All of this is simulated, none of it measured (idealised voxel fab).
This is a process module. Its name is voxel self aligned vias.
Cross-section cut spans 225 nm and uses square cells 5 nm in size.
A cross-section in this document is a grid of square cells, and it is written down as bands, the top band listed before the ones below it; a band is made up of one or more rows of cells. Quick guide to a band line: top height, bottom height (nm) up front; then every material left to right with its width in nm. Only one material and it's marked "everywhere"? Then it fills the band edge to edge. And "air" just means empty space. Heights from 0 (as-received wafer is one material below). Bottom band endless downward, as "0 -> down". The two numbers in a width such as "30..40" mark its ends across the band: the first belongs to the top row of cells, the second to the bottom row, and from each row to the next the width moves by the same amount. Given "nothing changed" for a step, no cell of the cross-section differs between before and after that step. Closed-off voids of 8+ cells (no open route to the top) go in "Sealed void list", written width x height at distance from the left edge, in nm. On each step's line, the part that comes after the settings is the simulator's own comment on the step. Each step line may optionally specify "overlay nm", which for a step with a mask gives the rightward distance between the mask's planned place and where it lay, a negative value indicating the leftward direction.
-- So here's the lineup of process steps we planned
1: RECEIVE,material Si
2: CONFORMAL_DEP,material SiO2,thk nm 10
3: CONFORMAL_DEP,material SiCN,thk nm 5
4: DIRECTIONAL_DEP,material lowk,thk nm 30
5: MASKED_ETCH,tone open,mask id LINES,width nm 30,pitch nm 70,etch materials lowk,depth nm 30,overlay nm 0
6: CONFORMAL_DEP,material TiN,thk nm 5
7: FILL_DEP,material W,thk nm 10
8: CMP,height nm 45
9: SELECTIVE_ETCH,etch materials W Ru TiN,depth nm 10
10: FILL_DEP,material SiN,thk nm 10
11: CMP,height nm 45
12: DIRECTIONAL_DEP,material lowk,thk nm 15
13: MASKED_ETCH,tone open,mask id VIAS,width nm 40,pitch nm 70,etch materials lowk,depth nm 15,overlay nm 0
14: MASKED_ETCH,tone open,mask id VIAS,width nm 40,pitch nm 70,etch materials SiN,depth nm 10,overlay nm 0
15: CONFORMAL_DEP,material TiN,thk nm 5
16: FILL_DEP,material W,thk nm 5
17: CMP,height nm 60
18: CONFORMAL_DEP,material SiCN,thk nm 5
-- Below: the first of two wafers, run as planned
-- Delivered wafer in cross-section: state after step 1
> 0 -> down | Si everywhere
> Sealed void list: none
-- Once step 2 is through, the wafer looks like this in cross-section
> 10 -> 0 | SiO2 everywhere
> Under the height 0 nothing was changed.
-- Once step 3 is through, the wafer looks like this in cross-section
> 15 -> 10 | SiCN everywhere
> Under the height 10 nothing was changed.
-- Once step 4 is through, the wafer looks like this in cross-section
> 45 -> 15 | lowk everywhere
> Under the height 15 nothing was changed.
-- Once step 5 is through, the wafer looks like this in cross-section
> 45 -> 15 | lowk=60, air=30, lowk=40, air=30, lowk=65
> Under the height 15 nothing was changed.
-- Once step 6 is through, the wafer looks like this in cross-section
> 50 -> 45 | TiN=65, air=20, TiN=50, air=20, TiN=70
> 45 -> 20 | lowk=60, TiN=5, air=20, TiN=5, lowk=40, TiN=5, air=20, TiN=5, lowk=65
> 20 -> 15 | lowk=60, TiN=30, lowk=40, TiN=30, lowk=65
> Under the height 15 nothing was changed.
-- Once step 7 is through, the wafer looks like this in cross-section
> 60 -> 50 | W everywhere
> 50 -> 45 | TiN=65, W=20, TiN=50, W=20, TiN=70
> 45 -> 20 | lowk=60, TiN=5, W=20, TiN=5, lowk=40, TiN=5, W=20, TiN=5, lowk=65
> Under the height 20 nothing was changed.
-- Once step 8 is through, the wafer looks like this in cross-section
> 45 -> 20 | lowk=60, TiN=5, W=20, TiN=5, lowk=40, TiN=5, W=20, TiN=5, lowk=65
> Under the height 20 nothing was changed.
-- Once step 9 is through, the wafer looks like this in cross-section
> 45 -> 35 | lowk=60, air=30, lowk=40, air=30, lowk=65
> Under the height 35 nothing was changed.
-- Once step 10 is through, the wafer looks like this in cross-section
> 55 -> 45 | SiN everywhere
> 45 -> 35 | lowk=60, SiN=30, lowk=40, SiN=30, lowk=65
> Under the height 35 nothing was changed.
-- Once step 11 is through, the wafer looks like this in cross-section
> 45 -> 35 | lowk=60, SiN=30, lowk=40, SiN=30, lowk=65
> Under the height 35 nothing was changed.
-- Once step 12 is through, the wafer looks like this in cross-section
> 60 -> 45 | lowk everywhere
> Under the height 45 nothing was changed.
-- Once step 13 is through, the wafer looks like this in cross-section
> 60 -> 45 | lowk=55, air=40, lowk=30, air=40, lowk=60
> Under the height 45 nothing was changed.
-- Once step 14 is through, the wafer looks like this in cross-section
> 60 -> 45 | lowk=55, air=40, lowk=30, air=40, lowk=60
> 45 -> 35 | lowk=60, air=30, lowk=40, air=30, lowk=65
> Under the height 35 nothing was changed.
-- Once step 15 is through, the wafer looks like this in cross-section
> 65 -> 60 | TiN=60, air=30, TiN=40, air=30, TiN=65
> 60 -> 50 | lowk=55, TiN=5, air=30, TiN=5, lowk=30, TiN=5, air=30, TiN=5, lowk=60
> 50 -> 40 | lowk=55..60, TiN=10..5, air=20, TiN=10..5, lowk=30..40, TiN=10..5, air=20, TiN=10..5, lowk=60..65
> 40 -> 35 | lowk=60, TiN=30, lowk=40, TiN=30, lowk=65
> Under the height 35 nothing was changed.
-- Once step 16 is through, the wafer looks like this in cross-section
> 70 -> 65 | W everywhere
> 65 -> 60 | TiN=60, W=30, TiN=40, W=30, TiN=65
> 60 -> 50 | lowk=55, TiN=5, W=30, TiN=5, lowk=30, TiN=5, W=30, TiN=5, lowk=60
> 50 -> 40 | lowk=55..60, TiN=10..5, W=20, TiN=10..5, lowk=30..40, TiN=10..5, W=20, TiN=10..5, lowk=60..65
> Under the height 40 nothing was changed.
-- Once step 17 is through, the wafer looks like this in cross-section
> 60 -> 50 | lowk=55, TiN=5, W=30, TiN=5, lowk=30, TiN=5, W=30, TiN=5, lowk=60
> Under the height 50 nothing was changed.
-- Once step 18 is through, the wafer looks like this in cross-section
> 65 -> 60 | SiCN everywhere
> Under the height 60 nothing was changed.
-- The second wafer: identical to the first at the outset and in its planned sequence, differing only in that one mistake was made during processing; up to and including step 1, its path is the first wafer's path
Cross-sectional representation of the second wafer at the time designated in the plan for the completion of step 2: nothing changed
-- Cross-sectional representation of the second wafer at the time designated in the plan for the completion of step 3
> 5 -> 0 | SiCN everywhere
> Under the height 0 nothing was changed.
-- Cross-sectional representation of the second wafer at the time designated in the plan for the completion of step 4
> 35 -> 5 | lowk everywhere
> Under the height 5 nothing was changed.
-- Cross-sectional representation of the second wafer at the time designated in the plan for the completion of step 5
> 35 -> 5 | lowk=60, air=30, lowk=40, air=30, lowk=65
> Under the height 5 nothing was changed.
-- Cross-sectional representation of the second wafer at the time designated in the plan for the completion of step 6
> 40 -> 35 | TiN=65, air=20, TiN=50, air=20, TiN=70
> 35 -> 10 | lowk=60, TiN=5, air=20, TiN=5, lowk=40, TiN=5, air=20, TiN=5, lowk=65
> 10 -> 5 | lowk=60, TiN=30, lowk=40, TiN=30, lowk=65
> Under the height 5 nothing was changed.
-- Cross-sectional representation of the second wafer at the time designated in the plan for the completion of step 7
> 50 -> 40 | W everywhere
> 40 -> 35 | TiN=65, W=20, TiN=50, W=20, TiN=70
> 35 -> 10 | lowk=60, TiN=5, W=20, TiN=5, lowk=40, TiN=5, W=20, TiN=5, lowk=65
> Under the height 10 nothing was changed.
-- Cross-sectional representation of the second wafer at the time designated in the plan for the completion of step 8
> 45 -> 40 | W everywhere
> Under the height 40 nothing was changed.
-- Cross-sectional representation of the second wafer at the time designated in the plan for the completion of step 9
> 35 -> 10 | lowk=60, TiN=5, W=20, TiN=5, lowk=40, TiN=5, W=20, TiN=5, lowk=65
> Under the height 10 nothing was changed.
-- Cross-sectional representation of the second wafer at the time designated in the plan for the completion of step 10
> 45 -> 35 | SiN everywhere
> Under the height 35 nothing was changed.
Cross-sectional representation of the second wafer at the time designated in the plan for the completion of step 11: nothing changed
-- Cross-sectional representation of the second wafer at the time designated in the plan for the completion of step 12
> 60 -> 45 | lowk everywhere
> Under the height 45 nothing was changed.
-- Cross-sectional representation of the second wafer at the time designated in the plan for the completion of step 13
> 60 -> 45 | lowk=55, air=40, lowk=30, air=40, lowk=60
> Under the height 45 nothing was changed.
-- Cross-sectional representation of the second wafer at the time designated in the plan for the completion of step 14
> 60 -> 45 | lowk=55, air=40, lowk=30, air=40, lowk=60
> 45 -> 35 | SiN=55, air=40, SiN=30, air=40, SiN=60
> Under the height 35 nothing was changed.
-- Cross-sectional representation of the second wafer at the time designated in the plan for the completion of step 15
> 65 -> 60 | TiN=60, air=30, TiN=40, air=30, TiN=65
> 60 -> 45 | lowk=55, TiN=5, air=30, TiN=5, lowk=30, TiN=5, air=30, TiN=5, lowk=60
> 45 -> 40 | SiN=55, TiN=5, air=30, TiN=5, SiN=30, TiN=5, air=30, TiN=5, SiN=60
> 40 -> 35 | SiN=55, TiN=40, SiN=30, TiN=40, SiN=60
> Under the height 35 nothing was changed.
-- Cross-sectional representation of the second wafer at the time designated in the plan for the completion of step 16
> 70 -> 65 | W everywhere
> 65 -> 60 | TiN=60, W=30, TiN=40, W=30, TiN=65
> 60 -> 45 | lowk=55, TiN=5, W=30, TiN=5, lowk=30, TiN=5, W=30, TiN=5, lowk=60
> 45 -> 40 | SiN=55, TiN=5, W=30, TiN=5, SiN=30, TiN=5, W=30, TiN=5, SiN=60
> Under the height 40 nothing was changed.
-- Cross-sectional representation of the second wafer at the time designated in the plan for the completion of step 17
> 60 -> 45 | lowk=55, TiN=5, W=30, TiN=5, lowk=30, TiN=5, W=30, TiN=5, lowk=60
> Under the height 45 nothing was changed.
-- Cross-sectional representation of the second wafer at the time designated in the plan for the completion of step 18
> 65 -> 60 | SiCN everywhere
> Under the height 60 nothing was changed.
Finding, execution versus plan: step 2 of the plan was jumped over and never run
The closing comparison, in cells, has the second wafer with more or fewer of some materials than the first: SiN: 58 more, SiO2: 90 fewer, TiN: 8 more, W: 24 more
